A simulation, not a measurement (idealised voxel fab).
The process module that follows is named voxel wiring stack.
Square cell edge 5 nm, section width 280 nm, ID cut.
In this document a cross-section is written as a grid of square cells. It is given as a series of bands, listed from the top down, and a band is one or more rows of cells. For a band, the entry starts with two heights in nm, that of the top and then that of the bottom, and carries on with the band's materials in order from left to right, each alongside its width in nm; the word "full width" beside a single material means it fills the band edge to edge, and "air" means empty space. Heights from 0 (as-received wafer is one material below). Bottom band endless downward, as "0 and below". Think of "30..40" as a width that walks from the first number to the second as you go down the band, top row to bottom row, taking equal-sized steps from row to row. Basically "no alterations made" means that step didn't change any cell in the cross-section. You'll see "Voids, enclosed" listing empty spaces that have no way open to the top, as long as they're 8 cells or more; the notation is width x height at distance, where the distance is from the left edge, and all of it is in nm. Past the settings on a step's line: simulator remark, on that step. The setting "overlay nm" may be written on the line of a step. When the step uses a mask, the value reports how far to the right of the planned place the mask lay, and a negative value reports that it lay to the left.
PROCESS STEPS - PLAN
- 1: RECEIVE (material Si)
- 2: CONFORMAL_DEP (material SiO2; thk nm 10)
- 3: CONFORMAL_DEP (material SiCN; thk nm 5)
- 4: DIRECTIONAL_DEP (material lowk; thk nm 25)
- 5: DIRECTIONAL_DEP (material aC; thk nm 10)
- 6: PATTERN (tone open; mask id METAL_1; material resist; width nm 30; pitch nm 55; thk nm 30; overlay nm 0)
- 7: DIRECTIONAL_ETCH (etch materials aC; depth nm 10)
- 8: STRIP (etch materials resist)
- 9: DIRECTIONAL_ETCH (etch materials lowk; depth nm 25)
- 10: DIRECTIONAL_ETCH (etch materials SiCN; depth nm 5)
- 11: STRIP (etch materials aC)
- 12: CONFORMAL_DEP (material TiN; thk nm 5)
- 13: FILL_DEP (material Ru; thk nm 5)
- 14: CMP (height nm 40)
- 15: EPI (material Ru; thk nm 5)
- 16: FILL_DEP (material SiCN; thk nm 5)
- 17: DIRECTIONAL_DEP (material lowk; thk nm 15)
- 18: DIRECTIONAL_DEP (material aC; thk nm 15)
- 19: PATTERN (tone open; mask id PLUG_1; material resist; width nm 15; pitch nm 110; thk nm 35; overlay nm 0)
- 20: DIRECTIONAL_ETCH (etch materials aC; depth nm 15)
- 21: STRIP (etch materials resist)
- 22: DIRECTIONAL_ETCH (etch materials lowk; depth nm 15)
- 23: DIRECTIONAL_ETCH (etch materials SiCN; depth nm 5)
- 24: STRIP (etch materials aC)
- 25: EPI (material Ru; thk nm 10)
- 26: EPI (material Ru; thk nm 10)
- 27: DIRECTIONAL_DEP (material TiN; thk nm 5)
- 28: DIRECTIONAL_DEP (material W; thk nm 25)
- 29: DIRECTIONAL_DEP (material aC; thk nm 10)
- 30: PATTERN (tone cover; mask id METAL_2; material resist; width nm 30; pitch nm 55; thk nm 30; overlay nm 0)
- 31: DIRECTIONAL_ETCH (etch materials aC; depth nm 10)
- 32: STRIP (etch materials resist)
- 33: DIRECTIONAL_ETCH (etch materials W; depth nm 25)
- 34: DIRECTIONAL_ETCH (etch materials TiN; depth nm 5)
- 35: STRIP (etch materials aC)
- 36: CONFORMAL_DEP (material SiCN; thk nm 5)
- 37: FILL_DEP (material lowk; thk nm 5)
- 38: CMP (height nm 95)
- 39: CONFORMAL_DEP (material SiCN; thk nm 5)
- 40: DIRECTIONAL_DEP (material SiO2; thk nm 20)
- 41: MASKED_ETCH (tone open; mask id PLUG_2; width nm 15; pitch nm 55; etch materials SiO2; depth nm 20; overlay nm 0)
- 42: MASKED_ETCH (tone open; mask id PLUG_2; width nm 15; pitch nm 55; etch materials SiCN; depth nm 5; overlay nm 0)
- 43: EPI (material Ru; thk nm 10)
- 44: EPI (material Ru; thk nm 10)
- 45: EPI (material Ru; thk nm 5)
- 46: DIRECTIONAL_DEP (material TiN; thk nm 5)
- 47: DIRECTIONAL_DEP (material Ru; thk nm 25)
- 48: MASKED_ETCH (tone cover; mask id METAL_3; width nm 30; pitch nm 55; etch materials Ru; depth nm 25; overlay nm 0)
- 49: MASKED_ETCH (tone cover; mask id METAL_3; width nm 30; pitch nm 55; etch materials TiN; depth nm 5; overlay nm 0)
- 50: FILL_DEP (material lowk; thk nm 5)
- 51: CMP (height nm 150)
- 52: CONFORMAL_DEP (material SiN; thk nm 5)
DELIVERED WAFER IN CROSS-SECTION: STATE AFTER STEP 1
* 0 and below  Si full width
* Voids, enclosed: none
LOOKING AT THE FIRST OF TWO WAFERS IN CROSS-SECTION AT END OF MODULE - RAN TO PLAN
* 155 down to 150  SiN full width
* 150 down to 125  40 nm lowk, 30 nm Ru, 25 nm lowk, 30 nm Ru, 25 nm lowk, 30 nm Ru, 25 nm lowk, 30 nm Ru, 45 nm lowk
* 125 down to 120  40 nm lowk, 30 nm TiN, 25 nm lowk, 30 nm TiN, 25 nm lowk, 30 nm TiN, 25 nm lowk, 30 nm TiN, 45 nm lowk
* 120 down to 100  40 nm SiO2, 15 nm Ru, 40 nm SiO2, 15 nm Ru, 40 nm SiO2, 15 nm Ru, 40 nm SiO2, 15 nm Ru, 60 nm SiO2
* 100 down to 95  40 nm SiCN, 15 nm Ru, 40 nm SiCN, 15 nm Ru, 40 nm SiCN, 15 nm Ru, 40 nm SiCN, 15 nm Ru, 60 nm SiCN
* 95 down to 70  35 nm lowk, 5 nm SiCN, 30 nm W, 5 nm SiCN, 15 nm lowk, 5 nm SiCN, 30 nm W, 5 nm SiCN, 15 nm lowk, 5 nm SiCN, 30 nm W, 5 nm SiCN, 15 nm lowk, 5 nm SiCN, 30 nm W, 5 nm SiCN, 40 nm lowk
* 70 down to 65  40 nm SiCN, 30 nm TiN, 25 nm SiCN, 30 nm TiN, 25 nm SiCN, 30 nm TiN, 25 nm SiCN, 30 nm TiN, 45 nm SiCN
* 65 down to 50  40 nm lowk, 15 nm Ru, 95 nm lowk, 15 nm Ru, 115 nm lowk
* 50 down to 45  40 nm SiCN, 15 nm Ru, 95 nm SiCN, 15 nm Ru, 115 nm SiCN
* 45 down to 40  35 nm SiCN, 40 nm Ru, 15 nm SiCN, 40 nm Ru, 15 nm SiCN, 40 nm Ru, 15 nm SiCN, 40 nm Ru, 40 nm SiCN
* 40 down to 15  40 nm lowk, 5 nm TiN, 20 nm Ru, 5 nm TiN, 25 nm lowk, 5 nm TiN, 20 nm Ru, 5 nm TiN, 25 nm lowk, 5 nm TiN, 20 nm Ru, 5 nm TiN, 25 nm lowk, 5 nm TiN, 20 nm Ru, 5 nm TiN, 45 nm lowk
* 15 down to 10  40 nm SiCN, 30 nm TiN, 25 nm SiCN, 30 nm TiN, 25 nm SiCN, 30 nm TiN, 25 nm SiCN, 30 nm TiN, 45 nm SiCN
* 10 down to 0  SiO2 full width
* 0 and below  Si full width
* Voids, enclosed: none
SECOND WAFER AT THE END: LIKE START, LIKE PLAN, ONE MISTAKE
* 155 down to 150  SiN full width
* 150 down to 125  40 nm lowk, 30 nm Ru, 25 nm lowk, 30 nm Ru, 25 nm lowk, 30 nm Ru, 25 nm lowk, 30 nm Ru, 45 nm lowk
* 125 down to 120  40 nm lowk, 30 nm TiN, 25 nm lowk, 30 nm TiN, 25 nm lowk, 30 nm TiN, 25 nm lowk, 30 nm TiN, 45 nm lowk
* 120 down to 100  40 nm SiO2, 15 nm Ru, 40 nm SiO2, 15 nm Ru, 40 nm SiO2, 15 nm Ru, 40 nm SiO2, 15 nm Ru, 60 nm SiO2
* 100 down to 95  40 nm SiCN, 15 nm Ru, 40 nm SiCN, 15 nm Ru, 40 nm SiCN, 15 nm Ru, 40 nm SiCN, 15 nm Ru, 60 nm SiCN
* 95 down to 70  35 nm lowk, 5 nm SiCN, 30 nm W, 5 nm SiCN, 15 nm lowk, 5 nm SiCN, 30 nm W, 5 nm SiCN, 15 nm lowk, 5 nm SiCN, 30 nm W, 5 nm SiCN, 15 nm lowk, 5 nm SiCN, 30 nm W, 5 nm SiCN, 40 nm lowk
* 70 down to 65  40 nm SiCN, 30 nm TiN, 25 nm SiCN, 30 nm TiN, 25 nm SiCN, 30 nm TiN, 25 nm SiCN, 30 nm TiN, 45 nm SiCN
* 65 down to 50  40 nm lowk, 15 nm Ru, 95 nm lowk, 15 nm Ru, 115 nm lowk
* 50 down to 45  40 nm SiCN, 15 nm Ru, 95 nm SiCN, 15 nm Ru, 115 nm SiCN
* 45 down to 40  45 nm SiCN, 40 nm Ru, 15 nm SiCN, 40 nm Ru, 15 nm SiCN, 40 nm Ru, 15 nm SiCN, 40 nm Ru, 30 nm SiCN
* 40 down to 15  50 nm lowk, 5 nm TiN, 20 nm Ru, 5 nm TiN, 25 nm lowk, 5 nm TiN, 20 nm Ru, 5 nm TiN, 25 nm lowk, 5 nm TiN, 20 nm Ru, 5 nm TiN, 25 nm lowk, 5 nm TiN, 20 nm Ru, 5 nm TiN, 35 nm lowk
* 15 down to 10  50 nm SiCN, 30 nm TiN, 25 nm SiCN, 30 nm TiN, 25 nm SiCN, 30 nm TiN, 25 nm SiCN, 30 nm TiN, 35 nm SiCN
* 10 down to 0  SiO2 full width
* 0 and below  Si full width
* Voids, enclosed: none
Nonconformance to the process plan: step 6 was run on a setting that differed from the plan, and what really ran there is PATTERN (tone open; mask id METAL_1; material resist; width nm 30; pitch nm 55; thk nm 30; overlay nm 10)
Final wafers compared: equal cell tally per material, rearranged layout.
